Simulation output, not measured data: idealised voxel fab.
process module | voxel air gaps
cross-section cut | 280 nm wide | cells 5 nm
A cross-section is a grid of square cells, given in bands from the top down. A band is one or more rows of cells.
Each band's line starts with the height of the band's top and of its bottom, in nm. Then come its materials from left to right, each with its width in nm. One material with "throughout" fills the band from edge to edge. "air" is empty space.
Height 0 is the level under which the wafer as received is all one material. The lowest band goes on downwards, as in "0 down".
A width such as "30 to 40" changes by the same amount from each row of cells to the next, from the band's top row to its bottom row.
"no change" after a step means that no cell of the cross-section changed.
closed voids: empty space of 8 cells or more with no open way to the top, each as width x height at its distance from the left edge, in nm
after a step's settings: what the simulator itself notes on the step
overlay nm, on a step with a mask: how far to the right of its planned place the mask lay; to the left if negative
plan
1 op RECEIVE | material Si
2 op CONFORMAL_DEP | material SiO2 | thk nm 10
3 op CONFORMAL_DEP | material SiCN | thk nm 5
4 op DIRECTIONAL_DEP | material lowk | thk nm 40
5 op DIRECTIONAL_DEP | material aC | thk nm 15
6 op PATTERN | tone open | mask id LINES | material resist | width nm 25 | pitch nm 50 | thk nm 30 | overlay nm -15
7 op DIRECTIONAL_ETCH | etch materials aC | depth nm 15
8 op STRIP | etch materials resist
9 op DIRECTIONAL_ETCH | etch materials lowk | depth nm 40
10 op STRIP | etch materials aC
11 op CONFORMAL_DEP | material TiN | thk nm 5
12 op FILL_DEP | material Ru | thk nm 10
13 op CMP | height nm 55
14 op EPI | material Ru | thk nm 10
15 op SELECTIVE_ETCH | etch materials lowk | depth nm 50
16 op CONFORMAL_DEP | material SiCN | thk nm 5
varied across the wafers: overlay nm of step 6. The plan shows the first wafer's value. All wafers start alike
first wafer as received, after step 1
  0 down: Si throughout
  closed voids: none
first wafer at the end, after step 16
  70 to 65: air 45 | SiCN 155 | air 80
  65 to 55: air 45 | SiCN 5 | Ru 45 | SiCN 5 | Ru 45 | SiCN 5 | Ru 45 | SiCN 5 | air 80
  55 to 50: air 45 | SiCN 15 | TiN 5 | Ru 15 | TiN 5 | SiCN 25 | TiN 5 | Ru 15 | TiN 5 | SiCN 25 | TiN 5 | Ru 15 | TiN 5 | SiCN 15 | air 80
  50 to 20: air 55 | SiCN 5 | TiN 5 | Ru 15 | TiN 5 | SiCN 5 | air 15 | SiCN 5 | TiN 5 | Ru 15 | TiN 5 | SiCN 5 | air 15 | SiCN 5 | TiN 5 | Ru 15 | TiN 5 | SiCN 5 | air 90
  20 to 15: SiCN 60 | TiN 25 | SiCN 25 | TiN 25 | SiCN 25 | TiN 25 | SiCN 95
  15 to 10: SiCN throughout
  10 to 0: SiO2 throughout
  0 down: Si throughout
  closed voids: 15 x 30 at 90; 15 x 30 at 140
last wafer at the end
  70 to 65: air 75 | SiCN 155 | air 50
  65 to 55: air 75 | SiCN 5 | Ru 45 | SiCN 5 | Ru 45 | SiCN 5 | Ru 45 | SiCN 5 | air 50
  55 to 50: air 75 | SiCN 15 | TiN 5 | Ru 15 | TiN 5 | SiCN 25 | TiN 5 | Ru 15 | TiN 5 | SiCN 25 | TiN 5 | Ru 15 | TiN 5 | SiCN 15 | air 50
  50 to 20: air 85 | SiCN 5 | TiN 5 | Ru 15 | TiN 5 | SiCN 5 | air 15 | SiCN 5 | TiN 5 | Ru 15 | TiN 5 | SiCN 5 | air 15 | SiCN 5 | TiN 5 | Ru 15 | TiN 5 | SiCN 5 | air 60
  20 to 15: SiCN 90 | TiN 25 | SiCN 25 | TiN 25 | SiCN 25 | TiN 25 | SiCN 65
  15 to 10: SiCN throughout
  10 to 0: SiO2 throughout
  0 down: Si throughout
  closed voids: 15 x 30 at 120; 15 x 30 at 170
each wafer at the end: cells of each material gained (+) or lost (-) since it was received, then its closed voids
overlay nm -15 | +117 Ru | +188 SiCN | +112 SiO2 | +57 TiN | closed voids: 15 x 30 at 90; 15 x 30 at 140
overlay nm -10 | +117 Ru | +188 SiCN | +112 SiO2 | +57 TiN | closed voids: 15 x 30 at 95; 15 x 30 at 145
overlay nm -5 | +117 Ru | +188 SiCN | +112 SiO2 | +57 TiN | closed voids: 15 x 30 at 100; 15 x 30 at 150
overlay nm 0 | +117 Ru | +188 SiCN | +112 SiO2 | +57 TiN | closed voids: 15 x 30 at 105; 15 x 30 at 155
overlay nm 5 | +117 Ru | +188 SiCN | +112 SiO2 | +57 TiN | closed voids: 15 x 30 at 110; 15 x 30 at 160
overlay nm 10 | +117 Ru | +188 SiCN | +112 SiO2 | +57 TiN | closed voids: 15 x 30 at 115; 15 x 30 at 165
overlay nm 15 | +117 Ru | +188 SiCN | +112 SiO2 | +57 TiN | closed voids: 15 x 30 at 120; 15 x 30 at 170
